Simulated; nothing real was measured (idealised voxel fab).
The document below concerns the process module designated voxel released beams.
It is cross-section cut that appears here, measuring 150 nm in width, its square cells being 5 nm in size.
Cross-section format: a grid of square cells, given as bands from top to bottom; each band is one or more rows of cells. Top height, bottom height, nm. Materials left to right, width each, nm. Single material + "throughout" = fills band edge to edge. "blank" = empty. It should be noted that heights are counted from 0, beneath which the wafer as supplied is of one material throughout, and that the lowest band possesses no lower boundary but continues downward, as written in "0 -> down". Note: "30..40" means the width goes from the first number (top row of the band) to the second number (bottom row) in equal steps per row of cells. No cell of the cross-section changed in a step that is given as "remained the same". Enclosed voids (no open way to top), threshold 8 cells or more, entry "Closed internal cavities", notation width x height at distance, distance from left edge, nm. after a step's settings: what the simulator itself notes on the step. overlay nm: step with mask; distance mask lay right of planned place; negative value = left of planned place.
# The following list gives the planned process steps
- 1: RECEIVE with material Si
- 2: CONFORMAL_DEP with material SiN, thk nm 10
- 3: DIRECTIONAL_DEP with material SiO2, thk nm 20
- 4: DIRECTIONAL_DEP with material aC, thk nm 15
- 5: PATTERN with tone open, mask id ANCHOR, material resist, width nm 25, thk nm 30, overlay nm 0
- 6: DIRECTIONAL_ETCH with etch materials aC, depth nm 15
- 7: STRIP with etch materials resist
- 8: DIRECTIONAL_ETCH with etch materials SiO2, depth nm 20
- 9: STRIP with etch materials aC
- 10: CONFORMAL_DEP with material TiN, thk nm 10
- 11: MASKED_ETCH with tone cover, mask id BEAM, width nm 85, etch materials TiN, depth nm 10, overlay nm 0
- 12: STRIP with etch materials SiO2
# Wafer cross-section on receipt, i.e. after step 1
0 -> down: Si throughout
Closed internal cavities: none
# Sectioned view, first of two wafers, at the close of the module, processed as intended in the plan
40 -> 30: blank (30); TiN (15); blank (5); TiN (65); blank (35)
30 -> 20: blank (35); TiN (10); blank (5); TiN (10); blank (90)
20 -> 10: blank (35); TiN (25); blank (90)
10 -> 0: SiN throughout
0 -> down: Si throughout
Closed internal cavities: none
# What the second wafer looks like in cross-section once the module is done. Its start and its plan matched the first wafer's exactly; what differed was one mistake in how it was run
30 -> 10: blank (35); TiN (10); blank (5); TiN (10); blank (90)
10 -> 0: SiN throughout
0 -> down: Si throughout
Closed internal cavities: none
In executing the process, a mistake was made relative to the plan: step 11 did not use the planned setting and instead ran as MASKED_ETCH with tone open, mask id BEAM, width nm 85, etch materials TiN, depth nm 10, overlay nm 0
End of process, cell counts, second wafer against first, materials with more or fewer: 34 fewer of TiN
